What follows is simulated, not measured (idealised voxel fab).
Process module, titled voxel plated lines
Cross-sectional view cut (width: 300 nm; square cell size: 5 nm).
When this document writes out a cross-section, it uses a grid of square cells and lists it as bands, beginning at the top and moving down, with a band standing for one or more rows of cells.
This entry defines a band. It first specifies the height of the band's top and the height of its bottom in nm, and then specifies the band's materials from left to right, stating each material with its width in nm. The word "everywhere" identifies a single material that fills the band from edge to edge, while the word "empty" identifies empty space.
Counting heights begins at 0, where everything beneath is, in the wafer as received, one material. The lowest band has no bottom; it goes on downwards, as "0..down" shows.
Top row gets the first number, bottom row gets the second, and each row in between changes by the same step: that is how a band width like "30 to 40" works.
The designation "no modification", where it is given for a processing step, indicates that no cell of the cross-section was altered in the course of that step.
Voids not open to the top, 8 cells minimum: see "Enclosed cavity list". Written width x height at distance; distance is from the left edge; nm.
after a step's settings: what the simulator itself notes on the step
The "overlay nm" setting may appear on a step's line; for a step that uses a mask, it gives how far to the right of its planned position the mask lay, and a negative value indicates the left.
The process steps that were planned are listed below:
1) op RECEIVE | material Si
2) op CONFORMAL_DEP | material Al2O3 | thk nm 5
3) op DIRECTIONAL_DEP | material TiN | thk nm 5
4) op PATTERN | tone open | mask id LINES | material resist | width nm 20 | pitch nm 35 | thk nm 25 | overlay nm 0
5) op EPI | material Ru | thk nm 10
6) op EPI | material Ru | thk nm 10
7) op STRIP | etch materials resist
8) op DIRECTIONAL_ETCH | etch materials TiN | depth nm 5
9) op CONFORMAL_DEP | material SiN | thk nm 5
First of two wafers - as planned:
As received, after step 1:
* 0..down = Si everywhere
* Enclosed cavity list: none
Wafer section view after processing step 2:
* 5..0 = Al2O3 everywhere
* Unchanged below 0.
Wafer section view after processing step 3:
* 10..5 = TiN everywhere
* Unchanged below 5.
Wafer section view after processing step 4:
* 35..10 = resist (85); empty (20); resist (15); empty (20); resist (15); empty (20); resist (15); empty (20); resist (90)
* Unchanged below 10.
Wafer section view after processing step 5:
* 35..20 = resist (85); empty (20); resist (15); empty (20); resist (15); empty (20); resist (15); empty (20); resist (90)
* 20..10 = resist (85); Ru (20); resist (15); Ru (20); resist (15); Ru (20); resist (15); Ru (20); resist (90)
* Unchanged below 10.
Wafer section view after processing step 6:
* 35..30 = resist (85); empty (20); resist (15); empty (20); resist (15); empty (20); resist (15); empty (20); resist (90)
* 30..10 = resist (85); Ru (20); resist (15); Ru (20); resist (15); Ru (20); resist (15); Ru (20); resist (90)
* Unchanged below 10.
Wafer section view after processing step 7:
* 30..10 = empty (85); Ru (20); empty (15); Ru (20); empty (15); Ru (20); empty (15); Ru (20); empty (90)
* Unchanged below 10.
Wafer section view after processing step 8:
* 30..10 = empty (85); Ru (20); empty (15); Ru (20); empty (15); Ru (20); empty (15); Ru (20); empty (90)
* 10..5 = empty (85); TiN (20); empty (15); TiN (20); empty (15); TiN (20); empty (15); TiN (20); empty (90)
* Unchanged below 5.
Wafer section view after processing step 9:
* 35..30 = empty (80); SiN (30); empty (5); SiN (30); empty (5); SiN (30); empty (5); SiN (30); empty (85)
* 30..10 = empty (80); SiN (5); Ru (20); SiN (5); empty (5); SiN (5); Ru (20); SiN (5); empty (5); SiN (5); Ru (20); SiN (5); empty (5); SiN (5); Ru (20); SiN (5); empty (85)
* 10..5 = SiN (85); TiN (20); SiN (15); TiN (20); SiN (15); TiN (20); SiN (15); TiN (20); SiN (90)
* Unchanged below 5.
The remaining wafer, second of the two, started like the first and was run to the same plan, except that one mistake was made along the way; the two coincide through step 8, inclusive:
Second wafer, sectioned view, at step 9's planned end time:
* 35..30 = empty (80); Al2O3 (30); empty (5); Al2O3 (30); empty (5); Al2O3 (30); empty (5); Al2O3 (30); empty (85)
* 30..10 = empty (80); Al2O3 (5); Ru (20); Al2O3 (5); empty (5); Al2O3 (5); Ru (20); Al2O3 (5); empty (5); Al2O3 (5); Ru (20); Al2O3 (5); empty (5); Al2O3 (5); Ru (20); Al2O3 (5); empty (85)
* 10..5 = Al2O3 (85); TiN (20); Al2O3 (15); TiN (20); Al2O3 (15); TiN (20); Al2O3 (15); TiN (20); Al2O3 (90)
* Unchanged below 5.
Misprocessing identified: step 9 was not run as planned; what actually ran was op CONFORMAL_DEP | material Al2O3 | thk nm 5
Per the end-of-run cell counts, the second wafer holds more or fewer of some materials than the first: Al2O3 +100, SiN -100
